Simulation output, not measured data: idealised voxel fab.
process module | voxel lift off
cross-section cut | 185 nm wide | cells 5 nm
A cross-section is a grid of square cells, given in bands from the top down. A band is one or more rows of cells.
Each band's line starts with the height of the band's top and of its bottom, in nm. Then come its materials from left to right, each with its width in nm. One material with "throughout" fills the band from edge to edge. "air" is empty space.
Height 0 is the level under which the wafer as received is all one material. The lowest band goes on downwards, as in "0 down".
A width such as "30 to 40" changes by the same amount from each row of cells to the next, from the band's top row to its bottom row.
"no change" after a step means that no cell of the cross-section changed.
closed voids: empty space of 8 cells or more with no open way to the top, each as width x height at its distance from the left edge, in nm
after a step's settings: what the simulator itself notes on the step
overlay nm, on a step with a mask: how far to the right of its planned place the mask lay; to the left if negative
plan
1 op RECEIVE | material Si
2 op CONFORMAL_DEP | material SiN | thk nm 10
3 op PATTERN | tone open | mask id LINES | material resist | width nm 20 | pitch nm 40 | thk nm 20 | overlay nm 0
4 op DIRECTIONAL_DEP | material Ru | thk nm 5
5 op STRIP | etch materials resist
6 op CONFORMAL_DEP | material SiN | thk nm 10
as received, after step 1
  0 down: Si throughout
  closed voids: none
first wafer at the end, as planned
  25 to 20: air 50 | SiN 80 | air 55
  20 to 15: SiN throughout
  15 to 10: SiN 60 | Ru 20 | SiN 20 | Ru 20 | SiN 65
  10 to 0: SiN throughout
  0 down: Si throughout
  closed voids: none
second wafer at the end: like start, like plan, one mistake
  20 to 0: SiN throughout
  0 down: Si throughout
  closed voids: none
what went wrong: step 4 was left out
at the end the second wafer has, in cells: 8 fewer of Ru | 8 fewer of SiN
